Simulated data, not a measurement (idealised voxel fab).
process module | voxel released beams
cross-section cut | 200 nm wide | cells 5 nm
A cross-section is a grid of square cells, given in bands from the top down. A band is one or more rows of cells.
Each band's line starts with the height of the band's top and of its bottom, in nm. Then come its materials from left to right, each with its width in nm. One material with "throughout" fills the band from edge to edge. "air" is empty space.
Height 0 is the level under which the wafer as received is all one material. The lowest band goes on downwards, as in "0 down".
A width such as "30 to 40" changes by the same amount from each row of cells to the next, from the band's top row to its bottom row.
"no change" after a step means that no cell of the cross-section changed.
closed voids: empty space of 8 cells or more with no open way to the top, each as width x height at its distance from the left edge, in nm
after a step's settings: what the simulator itself notes on the step
overlay nm, on a step with a mask: how far to the right of its planned place the mask lay; to the left if negative
plan
1 op RECEIVE | material Si
2 op CONFORMAL_DEP | material SiN | thk nm 5
3 op DIRECTIONAL_DEP | material SiO2 | thk nm 20
4 op PATTERN | tone open | mask id ANCHOR | material resist | width nm 35 | thk nm 20 | overlay nm 0
5 op DIRECTIONAL_ETCH | etch materials SiO2 | depth nm 20
6 op STRIP | etch materials resist
7 op CONFORMAL_DEP | material TiN | thk nm 15
8 op MASKED_ETCH | tone cover | mask id BEAM | width nm 120 | etch materials TiN | depth nm 15 | overlay nm 0
9 op STRIP | etch materials SiO2
as received, after step 1
  0 down: Si throughout
  closed voids: none
first wafer at the end, as planned
  40 to 25: air 35 | TiN 20 | air 5 | TiN 95 | air 45
  25 to 20: air 40 | TiN 15 | air 5 | TiN 15 | air 125
  20 to 5: air 40 | TiN 35 | air 125
  5 to 0: SiN throughout
  0 down: Si throughout
  closed voids: none
second wafer at the end: like start, like plan, one mistake
  35 to 20: air 35 | TiN 20 | air 5 | TiN 95 | air 45
  20 to 15: air 40 | TiN 15 | air 5 | TiN 15 | air 125
  15 to 0: air 40 | TiN 35 | air 125
  0 down: Si throughout
  closed voids: none
what went wrong: step 2 was left out
at the end the second wafer has, in cells: 40 fewer of SiN
